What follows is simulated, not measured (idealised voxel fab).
process module | voxel trench capacitor
cross-section cut | 275 nm wide | cells 5 nm
A cross-section is a grid of square cells, given in bands from the top down. A band is one or more rows of cells.
Each band's line starts with the height of the band's top and of its bottom, in nm. Then come its materials from left to right, each with its width in nm. One material with "throughout" fills the band from edge to edge. "air" is empty space.
Height 0 is the level under which the wafer as received is all one material. The lowest band goes on downwards, as in "0 down".
A width such as "30 to 40" changes by the same amount from each row of cells to the next, from the band's top row to its bottom row.
"no change" after a step means that no cell of the cross-section changed.
closed voids: empty space of 8 cells or more with no open way to the top, each as width x height at its distance from the left edge, in nm
after a step's settings: what the simulator itself notes on the step
overlay nm, on a step with a mask: how far to the right of its planned place the mask lay; to the left if negative
plan
1 op RECEIVE | material Si
2 op CONFORMAL_DEP | material SiN | thk nm 10
3 op MASKED_ETCH | tone open | mask id TRENCH | width nm 30 | pitch nm 60 | etch materials SiN | depth nm 10 | overlay nm 0
4 op MASKED_ETCH | tone open | mask id TRENCH | width nm 30 | pitch nm 60 | etch materials Si | depth nm 25 | overlay nm -15
5 op CONFORMAL_DEP | material Al2O3 | thk nm 5
6 op CONFORMAL_DEP | material TiN | thk nm 5
7 op FILL_DEP | material W | thk nm 10
8 op CMP | height nm 10
varied across the wafers: overlay nm of step 4. The plan shows the first wafer's value. All wafers start alike
first wafer as received, after step 1
  0 down: Si throughout
  closed voids: none
each wafer at the end: cells of each material gained (+) or lost (-) since it was received, then its closed voids
overlay nm -15 | +72 Al2O3 | -60 Si | +62 SiN | +36 TiN | closed voids: none
overlay nm -10 | +72 Al2O3 | -80 Si | +62 SiN | +56 TiN | closed voids: none
overlay nm -5 | +72 Al2O3 | -100 Si | +62 SiN | +56 TiN | +20 W | closed voids: none
overlay nm 0 | +72 Al2O3 | -120 Si | +62 SiN | +56 TiN | +40 W | closed voids: none
overlay nm 5 | +72 Al2O3 | -100 Si | +62 SiN | +56 TiN | +20 W | closed voids: none
overlay nm 10 | +72 Al2O3 | -80 Si | +62 SiN | +56 TiN | closed voids: none
overlay nm 15 | +72 Al2O3 | -60 Si | +62 SiN | +36 TiN | closed voids: none
